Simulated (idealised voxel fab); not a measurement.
Herein follows the process module entitled voxel gate over fins.
Pictured: cross-section cut, 235 nm wide, on a grid of 5 nm square cells.
We lay out every cross-section as a grid of square cells and spell it out in bands from the top down, where one band means one or more rows of cells. It is stipulated that each band's entry specify, in nanometres, the height of the top of the band and then that of its bottom, followed by the materials of the band in left-to-right sequence, each together with its width in nanometres. A single material marked by the word "everywhere" is understood to fill the band from edge to edge; the word "empty" is understood to denote empty space. Ref level 0: as-received wafer is one material below here. Bottom band extends down with no lower bound ("from 0 down"). It should be noted that a width expressed as "30 to 40" varies in equal increments from row to row of cells within the band, taking the value of the first number at the top row and that of the second number at the bottom row. Where the words "no alterations made" appear for a step, the cross-section shows no cell changed by that step; every cell remained as before. Closed empty spaces (no open way to the top) of 8 cells or more are what "Sealed void listing" lists, each as width x height at distance from the left edge, nm for all three. Note: text after step settings on the step line = simulator remark on that step. overlay nm: right-of-plan distance of the mask on a masked step; negative values mean left-of-plan.

### Listed below are the process steps as planned
1: RECEIVE with material Si
2: CONFORMAL_DEP with material SiN, thk nm 10
3: MASKED_ETCH with tone cover, mask id FINS, width nm 15, pitch nm 35, etch materials SiN, depth nm 10, overlay nm 0
4: MASKED_ETCH with tone cover, mask id FINS, width nm 15, pitch nm 35, etch materials Si, depth nm 35, overlay nm 0
5: FILL_DEP with material SiO2, thk nm 15
6: CMP with height nm 10
7: SELECTIVE_ETCH with etch materials SiO2, depth nm 20
8: STRIP with etch materials SiN
9: CONFORMAL_DEP with material HfO2, thk nm 5
10: CONFORMAL_DEP with material TiN, thk nm 5
11: FILL_DEP with material W, thk nm 15
12: CMP with height nm 20
13: CONFORMAL_DEP with material SiCN, thk nm 5

### Cross-section, incoming material, after step 1
* from 0 down = Si everywhere
* Sealed void listing: none

### Here's the cross-section of the first of our two wafers at the end of the module - it ran as planned
* from 25 to 20 = SiCN everywhere
* from 20 to 10 = W everywhere
* from 10 to 5 = 80 nm W, 70 nm TiN, 85 nm W
* from 5 to 0 = 80 nm W, 5 nm TiN, 25 nm HfO2, 10 nm TiN, 25 nm HfO2, 5 nm TiN, 85 nm W
* from 0 to -5 = 85 nm TiN, 5 nm HfO2, 15 nm Si, 5 nm HfO2, 10 nm TiN, 5 nm HfO2, 15 nm Si, 5 nm HfO2, 90 nm TiN
* from -5 to -10 = 90 nm HfO2, 15 nm Si, 20 nm HfO2, 15 nm Si, 95 nm HfO2
* from -10 to -35 = 90 nm SiO2, 15 nm Si, 20 nm SiO2, 15 nm Si, 95 nm SiO2
* from -35 down = Si everywhere
* Sealed void listing: none

### Module end: cross-section of wafer two of two. Same start and process plan as the first wafer. One mistake during execution
* from 25 to 20 = SiCN everywhere
* from 20 to 5 = W everywhere
* from 5 to 0 = 85 nm W, 25 nm TiN, 10 nm W, 25 nm TiN, 90 nm W
* from 0 to -5 = 85 nm W, 5 nm TiN, 15 nm Si, 5 nm TiN, 10 nm W, 5 nm TiN, 15 nm Si, 5 nm TiN, 90 nm W
* from -5 to -10 = 90 nm TiN, 15 nm Si, 20 nm TiN, 15 nm Si, 95 nm TiN
* from -10 to -35 = 90 nm SiO2, 15 nm Si, 20 nm SiO2, 15 nm Si, 95 nm SiO2
* from -35 down = Si everywhere
* Sealed void listing: none
So what did we get wrong on this run? step 9 of the plan was omitted and not executed
Once processing is complete, comparing cell counts shows that the second wafer has more or fewer of certain materials than the first: -55 HfO2 | +55 W
